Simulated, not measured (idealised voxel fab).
The process module that follows is named voxel self aligned contacts.
The width of the displayed cross-section, cut, is 170 nm; its cells are square, with a size of 5 nm.
Each cross-section below is a grid of square cells, stated as bands in top-down order, with one or more rows of cells making up each band. Band: top height; bottom height; in nm. Then, left to right: material with width in nm, for each material. "all across": a single material spanning edge to edge. "empty": empty space. Heights are measured from 0, the level below which the as-received wafer is all one material; the lowest band has no bottom and continues downward, written as in "0 and below". Top row gets the first number, bottom row gets the second, and each row in between changes by the same step: that is how a band width like "30->40" works. "changes: none" (step): cross-section cells unchanged, all of them. Heads up: "closed voids" only lists the empty pockets with no open path to the top that are 8 cells or more, and it writes them as width x height at distance, distance from the left edge, in nm. Heads up: the bit after the settings on a step's line is the simulator's remark on that step. overlay nm: on a step with a mask, how far right of its planned place the mask lay; negative means left.

# Steps planned for the process
1. RECEIVE: material Si
2. CONFORMAL_DEP: material SiO2, thk nm 5
3. DIRECTIONAL_DEP: material polySi, thk nm 30
4. DIRECTIONAL_DEP: material SiN, thk nm 25
5. MASKED_ETCH: tone cover, mask id GATE, width nm 30, pitch nm 70, etch materials SiN, depth nm 25, overlay nm 0
6. MASKED_ETCH: tone cover, mask id GATE, width nm 30, pitch nm 70, etch materials polySi, depth nm 30, overlay nm 0
7. CONFORMAL_DEP: material SiN, thk nm 10
8. DIRECTIONAL_ETCH: etch materials SiN, depth nm 10
9. FILL_DEP: material SiO2, thk nm 10
10. CMP: height nm 65
11. DIRECTIONAL_DEP: material aC, thk nm 15
12. PATTERN: tone open, mask id CONTACT, material resist, width nm 50, thk nm 35, overlay nm 0
13. DIRECTIONAL_ETCH: etch materials aC, depth nm 15
14. STRIP: etch materials resist
15. DIRECTIONAL_ETCH: etch materials SiO2, depth nm 65
16. STRIP: etch materials aC
17. CONFORMAL_DEP: material TiN, thk nm 5
18. FILL_DEP: material W, thk nm 5
19. CMP: height nm 65
20. CONFORMAL_DEP: material SiN, thk nm 5

# As received (post step 1): cross-section
* 0 and below = Si all across
* closed voids: none

# Final cross-section, module run with one mistake (start and plan as above)
* 70 down to 65 = SiN all across
* 65 down to 60 = SiO2=60 | TiN=20 | W=10 | TiN=20 | SiO2=60
* 60 down to 35 = SiO2=25 | SiN=10 | polySi=30 | SiN=10 | TiN=5 | W=10 | TiN=5 | SiN=10 | polySi=30 | SiN=10 | SiO2=25
* 35 down to 30 = SiO2=25 | SiN=10 | polySi=30 | SiN=10 | TiN=20 | SiN=10 | polySi=30 | SiN=10 | SiO2=25
* 30 down to 5 = SiN all across
* 5 down to 0 = SiO2 all across
* 0 and below = Si all across
* closed voids: none
So what did we get wrong on this run? plan vs actual: 3 and 4 interchanged
